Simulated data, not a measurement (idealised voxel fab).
Documented hereafter: the process module known as voxel self aligned vias.
The cross-section shown here is cut; it is 300 nm wide and divided into square cells measuring 5 nm on a side.
In this document a cross-section is written as a grid of square cells. It is given as a series of bands, listed from the top down, and a band is one or more rows of cells.
For a band, the entry starts with two heights in nm, that of the top and then that of the bottom, and carries on with the band's materials in order from left to right, each alongside its width in nm; the word "throughout" beside a single material means it fills the band edge to edge, and "air" means empty space.
The level at which height equals 0 is the one under which the wafer, as it arrives, is entirely one material. No lower edge exists for the bottom band, which continues downward and is notated as in "0..down".
Read "30..40" as a graded width: first number on top, second number at the bottom, same change between each pair of neighbouring rows.
What does "nothing altered" mean for a step? It means no cell of the cross-section changed in that step.
"Sealed-off cavities" specifies each empty space that is not open to the top and that occupies no fewer than 8 cells, using the form width x height at distance, the distance measured from the left edge and all three quantities in nm.
Where a step's line continues beyond its settings, the continuation is a remark by the simulator itself on that step.
The optional step-line setting "overlay nm" applies to steps with a mask and quantifies how far to the right of its planned location the mask lay, a negative value indicating leftward placement.

-- Process steps - plan
1 RECEIVE (material Si)
2 CONFORMAL_DEP (material SiO2; thk nm 15)
3 CONFORMAL_DEP (material SiCN; thk nm 5)
4 DIRECTIONAL_DEP (material SiO2; thk nm 25)
5 PATTERN (tone open; mask id LINES; material resist; width nm 20; pitch nm 60; thk nm 15; overlay nm 0)
6 DIRECTIONAL_ETCH (etch materials SiO2; depth nm 25)
7 STRIP (etch materials resist)
8 CONFORMAL_DEP (material TiN; thk nm 5)
9 FILL_DEP (material W; thk nm 10)
10 CMP (height nm 45)
11 SELECTIVE_ETCH (etch materials W Ru TiN; depth nm 5)
12 FILL_DEP (material SiN; thk nm 5)
13 CMP (height nm 45)
14 DIRECTIONAL_DEP (material SiO2; thk nm 20)
15 DIRECTIONAL_DEP (material aC; thk nm 10)
16 PATTERN (tone open; mask id VIAS; material resist; width nm 40; pitch nm 60; thk nm 30; overlay nm 0)
17 DIRECTIONAL_ETCH (etch materials aC; depth nm 10)
18 STRIP (etch materials resist)
19 DIRECTIONAL_ETCH (etch materials SiO2; depth nm 20)
20 DIRECTIONAL_ETCH (etch materials SiN; depth nm 5)
21 STRIP (etch materials aC)
22 CONFORMAL_DEP (material TiN; thk nm 5)
23 FILL_DEP (material Ru; thk nm 10)
24 CMP (height nm 65)
25 CONFORMAL_DEP (material SiN; thk nm 5)

-- as received, after step 1
- 0..down = Si throughout
- Sealed-off cavities: none

-- As-planned run: cross-section of the first of two wafers at end of module
- 70..65 = SiN throughout
- 65..50 = SiO2 70 / TiN 5 / Ru 30 / TiN 5 / SiO2 20 / TiN 5 / Ru 30 / TiN 5 / SiO2 20 / TiN 5 / Ru 30 / TiN 5 / SiO2 70
- 50..45 = SiO2 70 / TiN 15 / Ru 10 / TiN 15 / SiO2 20 / TiN 15 / Ru 10 / TiN 15 / SiO2 20 / TiN 15 / Ru 10 / TiN 15 / SiO2 70
- 45..40 = SiO2 80 / TiN 20 / SiO2 40 / TiN 20 / SiO2 40 / TiN 20 / SiO2 80
- 40..25 = SiO2 80 / TiN 5 / W 10 / TiN 5 / SiO2 40 / TiN 5 / W 10 / TiN 5 / SiO2 40 / TiN 5 / W 10 / TiN 5 / SiO2 80
- 25..20 = SiO2 80 / TiN 20 / SiO2 40 / TiN 20 / SiO2 40 / TiN 20 / SiO2 80
- 20..15 = SiCN throughout
- 15..0 = SiO2 throughout
- 0..down = Si throughout
- Sealed-off cavities: none

-- Cross-sectional view: second of two wafers, end of module; start and plan identical to the first, one mistake in running
- 70..65 = SiN throughout
- 65..50 = SiO2 70 / TiN 5 / Ru 30 / TiN 5 / SiO2 20 / TiN 5 / Ru 30 / TiN 5 / SiO2 20 / TiN 5 / Ru 30 / TiN 5 / SiO2 70
- 50..45 = SiO2 70 / TiN 15 / Ru 10 / TiN 15 / SiO2 20 / TiN 15 / Ru 10 / TiN 15 / SiO2 20 / TiN 15 / Ru 10 / TiN 15 / SiO2 70
- 45..40 = SiO2 80 / TiN 20 / SiO2 40 / TiN 20 / SiO2 40 / TiN 20 / SiO2 80
- 40..25 = SiO2 80 / TiN 5 / W 10 / TiN 5 / SiO2 40 / TiN 5 / W 10 / TiN 5 / SiO2 40 / TiN 5 / W 10 / TiN 5 / SiO2 80
- 25..20 = SiO2 80 / TiN 20 / SiO2 40 / TiN 20 / SiO2 40 / TiN 20 / SiO2 80
- 20..5 = SiO2 throughout
- 5..0 = SiCN throughout
- 0..down = Si throughout
- Sealed-off cavities: none
Where did the run depart from the plan? contrary to the plan, steps 2 and 3 were processed in exchanged order
Upon completion, the cell count for each material on the second wafer equals that on the first, whereas the spatial distribution of those cells differs.
